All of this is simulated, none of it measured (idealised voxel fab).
The document below concerns the process module designated voxel released beams.
We display cut, a cross-section 260 nm in width whose square cells are each 5 nm.
Just so we're on the same page, the cross-sections are grids of square cells, and they're listed out in bands top to bottom, each band one or more rows deep.
In this notation a band is specified by the heights of its top and bottom, in that order and in nm, after which its materials appear from left to right, each paired with its width in nm. The word "throughout" attached to a single material means that material fills the band from edge to edge; the word "air" stands for empty space.
All heights in this document are referenced to 0, defined as the level beneath which the wafer, as received, consists entirely of one material. The lowest band is not bounded below; it extends indefinitely downward and is written in the form "0 -> down".
The expression "30..40" gives the width at the extremes of the band, the first number at its top row of cells and the second at its bottom row, with the width changing by equal amounts from each row to the next in between.
It should be understood that the words "remained unchanged", when stated for a given step, signify that the cross-section underwent no change in any of its cells during that step.
Enclosed voids (no open way to top), threshold 8 cells or more, entry "closed voids", notation width x height at distance, distance from left edge, nm.
Past the settings on a step's line: simulator remark, on that step.
overlay nm: how far to the right of its planned place the mask lay on this masked step (negative: to the left).

## plan
| 1 | RECEIVE,material Si |
| 2 | CONFORMAL_DEP,material Al2O3,thk nm 5 |
| 3 | DIRECTIONAL_DEP,material SiO2,thk nm 15 |
| 4 | DIRECTIONAL_DEP,material aC,thk nm 10 |
| 5 | PATTERN,tone open,mask id ANCHOR,material resist,width nm 45,thk nm 30,overlay nm 0 |
| 6 | DIRECTIONAL_ETCH,etch materials aC,depth nm 10 |
| 7 | STRIP,etch materials resist |
| 8 | DIRECTIONAL_ETCH,etch materials SiO2,depth nm 15 |
| 9 | STRIP,etch materials aC |
| 10 | CONFORMAL_DEP,material SiN,thk nm 15 |
| 11 | DIRECTIONAL_DEP,material aC,thk nm 10 |
| 12 | PATTERN,tone cover,mask id BEAM,material resist,width nm 120,thk nm 30,overlay nm 0 |
| 13 | DIRECTIONAL_ETCH,etch materials aC,depth nm 10 |
| 14 | STRIP,etch materials resist |
| 15 | DIRECTIONAL_ETCH,etch materials SiN,depth nm 15 |
| 16 | STRIP,etch materials aC |
| 17 | STRIP,etch materials SiO2 |

## Wafer cross-section on receipt, i.e. after step 1
0 -> down = Si throughout
closed voids: none

## Final cross-section, module run with one mistake (start and plan as above)
35 -> 20 = air 65 | SiN 25 | air 15 | SiN 80 | air 75
20 -> 5 = air 75 | SiN 45 | air 140
5 -> 0 = Al2O3 throughout
0 -> down = Si throughout
closed voids: none
What broke from the plan during processing? step 5 was run on a setting that differed from the plan, and what really ran there is PATTERN,tone open,mask id ANCHOR,material resist,width nm 45,thk nm 30,overlay nm 5
